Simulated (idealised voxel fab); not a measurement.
process module | voxel gate over fins
cross-section cut | 280 nm wide | cells 5 nm
A cross-section is a grid of square cells, given in bands from the top down. A band is one or more rows of cells.
Each band's line starts with the height of the band's top and of its bottom, in nm. Then come its materials from left to right, each with its width in nm. One material with "throughout" fills the band from edge to edge. "air" is empty space.
Height 0 is the level under which the wafer as received is all one material. The lowest band goes on downwards, as in "0 down".
A width such as "30 to 40" changes by the same amount from each row of cells to the next, from the band's top row to its bottom row.
"no change" after a step means that no cell of the cross-section changed.
closed voids: empty space of 8 cells or more with no open way to the top, each as width x height at its distance from the left edge, in nm
after a step's settings: what the simulator itself notes on the step
overlay nm, on a step with a mask: how far to the right of its planned place the mask lay; to the left if negative
plan
1 op RECEIVE | material Si
2 op CONFORMAL_DEP | material SiN | thk nm 5
3 op PATTERN | tone cover | mask id FINS | material resist | width nm 15 | pitch nm 45 | thk nm 20 | overlay nm 0
4 op DIRECTIONAL_ETCH | etch materials SiN | depth nm 5
5 op DIRECTIONAL_ETCH | etch materials Si | depth nm 30
6 op STRIP | etch materials resist
7 op FILL_DEP | material SiO2 | thk nm 5
8 op CMP | height nm 5
9 op SELECTIVE_ETCH | etch materials SiO2 | depth nm 15
10 op STRIP | etch materials SiN
11 op CONFORMAL_DEP | material HfO2 | thk nm 5
12 op CONFORMAL_DEP | material TiN | thk nm 5
13 op FILL_DEP | material W | thk nm 10
14 op CMP | height nm 15
15 op CONFORMAL_DEP | material SiCN | thk nm 5
varied across the wafers: width nm of step 3. The plan shows the first wafer's value. All wafers start alike
first wafer as received, after step 1
  0 down: Si throughout
  closed voids: none
first wafer at the end, after step 15
  20 to 15: SiCN throughout
  15 to 10: W throughout
  10 to 5: W 100 | TiN 35 | W 10 | TiN 35 | W 100
  5 to 0: W 100 | TiN 5 | HfO2 25 | TiN 5 | W 10 | TiN 5 | HfO2 25 | TiN 5 | W 100
  0 to -5: TiN 105 | HfO2 5 | Si 15 | HfO2 5 | TiN 20 | HfO2 5 | Si 15 | HfO2 5 | TiN 105
  -5 to -10: HfO2 110 | Si 15 | HfO2 30 | Si 15 | HfO2 110
  -10 to -30: SiO2 110 | Si 15 | SiO2 30 | Si 15 | SiO2 110
  -30 down: Si throughout
  closed voids: none
last wafer at the end
  20 to 15: SiCN throughout
  15 to 10: W throughout
  10 to 5: W 95 | TiN 95 | W 90
  5 to 0: W 95 | TiN 5 | HfO2 40 | TiN 5 | HfO2 40 | TiN 5 | W 90
  0 to -5: TiN 100 | HfO2 5 | Si 30 | HfO2 5 | TiN 5 | HfO2 5 | Si 30 | HfO2 5 | TiN 95
  -5 to -10: HfO2 105 | Si 30 | HfO2 15 | Si 30 | HfO2 100
  -10 to -30: SiO2 105 | Si 30 | SiO2 15 | Si 30 | SiO2 100
  -30 down: Si throughout
  closed voids: none
each wafer at the end: cells of each material gained (+) or lost (-) since it was received, then its closed voids
width nm 15 | +64 HfO2 | -300 Si | +56 SiCN | +200 SiO2 | +64 TiN | +140 W | closed voids: none
width nm 20 | +64 HfO2 | -288 Si | +56 SiCN | +192 SiO2 | +64 TiN | +136 W | closed voids: none
width nm 25 | +64 HfO2 | -276 Si | +56 SiCN | +184 SiO2 | +64 TiN | +132 W | closed voids: none
width nm 30 | +64 HfO2 | -264 Si | +56 SiCN | +176 SiO2 | +62 TiN | +130 W | closed voids: none
